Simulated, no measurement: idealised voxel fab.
Process module name: voxel transistor to metal
It is cross-section cut that appears here, measuring 215 nm in width, its square cells being 5 nm in size.
In this document a cross-section is written as a grid of square cells. It is given as a series of bands, listed from the top down, and a band is one or more rows of cells. Heights first: top, then bottom, in nm. Then materials, left to right, each with a width in nm. "everywhere" on a single material: fills the band edge to edge. "air": empty space. Measure heights from 0. That's the level where, below it, the as-received wafer is all one material. The lowest band is bottomless and extends downward; write it as in "0..down". Think of "30..40" as a width that walks from the first number to the second as you go down the band, top row to bottom row, taking equal-sized steps from row to row. No cell of the cross-section changed in a step that is given as "everything unchanged". Voids not open to the top, 8 cells minimum: see "Encapsulated voids". Written width x height at distance; distance is from the left edge; nm. Anything after a step's settings on that line? It's the simulator's own note about the step. On any step carrying a mask, the "overlay nm" setting, if present on the step's line, tells how far right of its planned place the mask lay; negative values point to the left.
Steps planned for the process
| 1 | RECEIVE with material Si |
| 2 | CONFORMAL_DEP with material SiO2, thk nm 5 |
| 3 | CONFORMAL_DEP with material SiN, thk nm 15 |
| 4 | MASKED_ETCH with tone cover, mask id ACTIVE, width nm 110, etch materials SiN, depth nm 15, overlay nm 0 |
| 5 | MASKED_ETCH with tone cover, mask id ACTIVE, width nm 110, etch materials SiO2, depth nm 5, overlay nm 0 |
| 6 | MASKED_ETCH with tone cover, mask id ACTIVE, width nm 110, etch materials Si, depth nm 25, overlay nm 0 |
| 7 | OXIDIZE with depth nm 5 |
| 8 | FILL_DEP with material SiO2, thk nm 15 |
| 9 | CMP with height nm 20 |
| 10 | SELECTIVE_ETCH with etch materials SiO2, depth nm 15 |
| 11 | STRIP with etch materials SiN |
| 12 | SELECTIVE_ETCH with etch materials SiO2, depth nm 5 |
| 13 | OXIDIZE with depth nm 5 |
| 14 | DIRECTIONAL_DEP with material polySi, thk nm 30 |
| 15 | DIRECTIONAL_DEP with material SiCN, thk nm 15 |
| 16 | DIRECTIONAL_DEP with material aC, thk nm 15 |
| 17 | PATTERN with tone cover, mask id GATE, material resist, width nm 30, thk nm 30, overlay nm 0 |
| 18 | DIRECTIONAL_ETCH with etch materials aC, depth nm 15 |
| 19 | STRIP with etch materials resist |
| 20 | DIRECTIONAL_ETCH with etch materials SiCN, depth nm 25 |
| 21 | DIRECTIONAL_ETCH with etch materials polySi, depth nm 40 |
| 22 | STRIP with etch materials aC |
| 23 | CONFORMAL_DEP with material SiO2, thk nm 5 |
| 24 | DIRECTIONAL_ETCH with etch materials SiO2, depth nm 5 |
| 25 | CONFORMAL_DEP with material SiN, thk nm 5 |
| 26 | DIRECTIONAL_ETCH with etch materials SiN, depth nm 5 |
| 27 | DIRECTIONAL_ETCH with etch materials SiO2, depth nm 5 |
| 28 | DIRECTIONAL_ETCH with etch materials Si, depth nm 5 |
| 29 | EPI with material pSi, thk nm 5 |
| 30 | FILL_DEP with material SiO2, thk nm 5 |
| 31 | CMP with height nm 30 |
| 32 | STRIP with etch materials polySi |
| 33 | SELECTIVE_ETCH with etch materials SiO2, depth nm 5 |
| 34 | CONFORMAL_DEP with material HfO2, thk nm 5 |
| 35 | CONFORMAL_DEP with material TiN, thk nm 5 |
| 36 | FILL_DEP with material W, thk nm 5 |
| 37 | CMP with height nm 25 |
| 38 | DIRECTIONAL_DEP with material SiO2, thk nm 15 |
| 39 | DIRECTIONAL_DEP with material aC, thk nm 15 |
| 40 | PATTERN with tone open, mask id CONTACT, material resist, width nm 20, pitch nm 80, thk nm 30, overlay nm 0 |
| 41 | DIRECTIONAL_ETCH with etch materials aC, depth nm 15 |
| 42 | STRIP with etch materials resist |
| 43 | DIRECTIONAL_ETCH with etch materials SiO2, depth nm 45 |
| 44 | STRIP with etch materials aC |
| 45 | CONFORMAL_DEP with material TiN, thk nm 5 |
| 46 | FILL_DEP with material W, thk nm 10 |
| 47 | CMP with height nm 40 |
| 48 | DIRECTIONAL_DEP with material TiN, thk nm 5 |
| 49 | DIRECTIONAL_DEP with material Ru, thk nm 20 |
| 50 | DIRECTIONAL_DEP with material aC, thk nm 10 |
| 51 | PATTERN with tone cover, mask id METAL_1, material resist, width nm 20, pitch nm 80, thk nm 25, overlay nm 0 |
| 52 | DIRECTIONAL_ETCH with etch materials aC, depth nm 10 |
| 53 | STRIP with etch materials resist |
| 54 | DIRECTIONAL_ETCH with etch materials Ru, depth nm 20 |
| 55 | DIRECTIONAL_ETCH with etch materials TiN, depth nm 5 |
| 56 | STRIP with etch materials aC |
| 57 | CONFORMAL_DEP with material SiCN, thk nm 5 |
| 58 | FILL_DEP with material SiO2, thk nm 10 |
| 59 | CMP with height nm 65 |
| 60 | CONFORMAL_DEP with material SiCN, thk nm 5 |
Cross-section of the incoming wafer, state after step 1
* 0..down | Si everywhere
* Encapsulated voids: none
The cross-section shown corresponds to the wafer at the conclusion of the module. The initial structure and the process plan are those presented above; however, one mistake occurred in executing the plan
* 70..65 | SiCN everywhere
* 65..50 | 50 SiO2, then 5 SiCN, then 20 Ru, then 5 SiCN, then 50 SiO2, then 5 SiCN, then 20 Ru, then 5 SiCN, then 55 SiO2
* 50..45 | 55 SiCN, then 20 Ru, then 60 SiCN, then 20 Ru, then 60 SiCN
* 45..40 | HfO2 everywhere
* 40..25 | 55 SiO2, then 5 TiN, then 10 W, then 5 TiN, then 60 SiO2, then 5 TiN, then 10 W, then 5 TiN, then 60 SiO2
* 25..5 | 55 SiO2, then 5 TiN, then 10 W, then 5 TiN, then 5 SiO2, then 5 SiN, then 5 HfO2, then 5 TiN, then 20 W, then 5 TiN, then 5 HfO2, then 5 SiN, then 5 SiO2, then 5 TiN, then 10 W, then 5 TiN, then 60 SiO2
* 5..0 | 55 SiO2, then 5 TiN, then 10 W, then 5 TiN, then 5 SiO2, then 5 SiN, then 5 HfO2, then 30 TiN, then 5 HfO2, then 5 SiN, then 5 SiO2, then 5 TiN, then 10 W, then 5 TiN, then 60 SiO2
* 0..-5 | 55 SiO2, then 20 TiN, then 5 pSi, then 5 SiO2, then 40 HfO2, then 5 SiO2, then 5 pSi, then 20 TiN, then 60 SiO2
* -5..-10 | 55 SiO2, then 25 pSi, then 50 Si, then 25 pSi, then 60 SiO2
* -10..-30 | 55 SiO2, then 100 Si, then 60 SiO2
* -30..down | Si everywhere
* Encapsulated voids: none
The plan and the run diverged here: step 48 went in with a setting other than planned; the actual run was DIRECTIONAL_DEP with material HfO2, thk nm 5
